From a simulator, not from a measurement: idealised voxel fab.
This section sets out a process module, namely voxel capacitor over wiring.
Displayed cross-section: cut, width of 245 nm, square cells sized 5 nm.
Reading order for cross-sections: top band down to bottom band. Underlying form: a grid of square cells. Band size: one or more rows of cells.
First you get the band's top height and its bottom height, in nm, and then the materials it's made of, left to right, with each width in nm. If you see a single material with "everywhere", that one covers the band edge to edge. "empty" is empty space.
All heights in this document are referenced to 0, defined as the level beneath which the wafer, as received, consists entirely of one material. The lowest band is not bounded below; it extends indefinitely downward and is written in the form "0..down".
With a width like "30 to 40", each row of cells in the band differs from the next by the same amount, the top row carrying the first number and the bottom row the second.
"remained unchanged", as given for a step, is the statement that not any cell of the cross-section underwent a change during that step.
If an empty space has no open way to the top and is at least 8 cells in size, "Closed void roster" lists it, written width x height at distance, where distance is measured from the left edge and every value is in nm.
after a step's settings: what the simulator itself notes on the step
Each step line may optionally specify "overlay nm", which for a step with a mask gives the rightward distance between the mask's planned place and where it lay, a negative value indicating the leftward direction.
Plan
- 1: RECEIVE | material Si
- 2: CONFORMAL_DEP | material SiO2 | thk nm 15
- 3: CONFORMAL_DEP | material SiCN | thk nm 5
- 4: DIRECTIONAL_DEP | material lowk | thk nm 25
- 5: DIRECTIONAL_DEP | material aC | thk nm 15
- 6: PATTERN | tone open | mask id METAL_1 | material resist | width nm 20 | pitch nm 90 | thk nm 35 | overlay nm 0
- 7: DIRECTIONAL_ETCH | etch materials aC | depth nm 15
- 8: STRIP | etch materials resist
- 9: DIRECTIONAL_ETCH | etch materials lowk | depth nm 25
- 10: DIRECTIONAL_ETCH | etch materials SiCN | depth nm 5
- 11: STRIP | etch materials aC
- 12: CONFORMAL_DEP | material TiN | thk nm 5
- 13: FILL_DEP | material Cu | thk nm 5
- 14: CMP | height nm 45
- 15: EPI | material Ru | thk nm 5
- 16: FILL_DEP | material SiCN | thk nm 5
- 17: DIRECTIONAL_DEP | material SiO2 | thk nm 20
- 18: PATTERN | tone open | mask id PLUG_1 | material resist | width nm 15 | thk nm 20 | overlay nm 0
- 19: DIRECTIONAL_ETCH | etch materials SiO2 | depth nm 20
- 20: DIRECTIONAL_ETCH | etch materials SiCN | depth nm 5
- 21: STRIP | etch materials resist
- 22: EPI | material Ru | thk nm 10
- 23: EPI | material Ru | thk nm 10
- 24: EPI | material Ru | thk nm 5
- 25: DIRECTIONAL_DEP | material TiN | thk nm 5
- 26: DIRECTIONAL_DEP | material Al2O3 | thk nm 5
- 27: DIRECTIONAL_DEP | material TiN | thk nm 5
- 28: MASKED_ETCH | tone cover | mask id UPPER_PLATE | width nm 75 | etch materials TiN | depth nm 5 | overlay nm 0
- 29: MASKED_ETCH | tone cover | mask id UPPER_PLATE | width nm 75 | etch materials Al2O3 | depth nm 5 | overlay nm 0
- 30: DIRECTIONAL_DEP | material aC | thk nm 15
- 31: PATTERN | tone cover | mask id LOWER_PLATE | material resist | width nm 85 | thk nm 30 | overlay nm 0
- 32: DIRECTIONAL_ETCH | etch materials aC | depth nm 15
- 33: STRIP | etch materials resist
- 34: DIRECTIONAL_ETCH | etch materials TiN | depth nm 5
- 35: STRIP | etch materials aC
- 36: FILL_DEP | material SiO2 | thk nm 20
- 37: CMP | height nm 105
- 38: DIRECTIONAL_DEP | material aC | thk nm 15
- 39: PATTERN | tone open | mask id PLUG_2 | material resist | width nm 15 | thk nm 35 | overlay nm 0
- 40: DIRECTIONAL_ETCH | etch materials aC | depth nm 15
- 41: STRIP | etch materials resist
- 42: DIRECTIONAL_ETCH | etch materials SiO2 | depth nm 15
- 43: STRIP | etch materials aC
- 44: CONFORMAL_DEP | material TiN | thk nm 5
- 45: FILL_DEP | material Cu | thk nm 10
- 46: CMP | height nm 105
- 47: CONFORMAL_DEP | material SiN | thk nm 5
So this is the incoming wafer in cross-section - it's already been through step 1
  0..down: Si everywhere
  Closed void roster: none
Look at the cross-section after the module: the wafer started out the way shown above and the plan was the one shown above, yet one mistake was made along the way
  125..120: SiN everywhere
  120..110: Cu everywhere
  110..105: 85 TiN, 5 Cu, 155 TiN
  105..95: 80 SiO2, 5 TiN, 5 Cu, 5 TiN, 150 SiO2
  95..85: 80 to 70 SiO2, 15 to 75 TiN, 150 to 100 SiO2
  85..80: 70 SiO2, 75 Al2O3, 100 SiO2
  80..75: 65 SiO2, 85 TiN, 95 SiO2
  75..55: 70 SiO2, 15 Ru, 160 SiO2
  55..50: 70 SiCN, 15 Ru, 160 SiCN
  50..45: 60 SiCN, 30 Ru, 60 SiCN, 30 Ru, 65 SiCN
  45..20: 65 lowk, 5 TiN, 10 Cu, 5 TiN, 70 lowk, 5 TiN, 10 Cu, 5 TiN, 70 lowk
  20..15: 65 SiCN, 20 TiN, 70 SiCN, 20 TiN, 70 SiCN
  15..0: SiO2 everywhere
  0..down: Si everywhere
  Closed void roster: none
So what did we get wrong on this run? step 46 of the plan did not run at all; it was left out
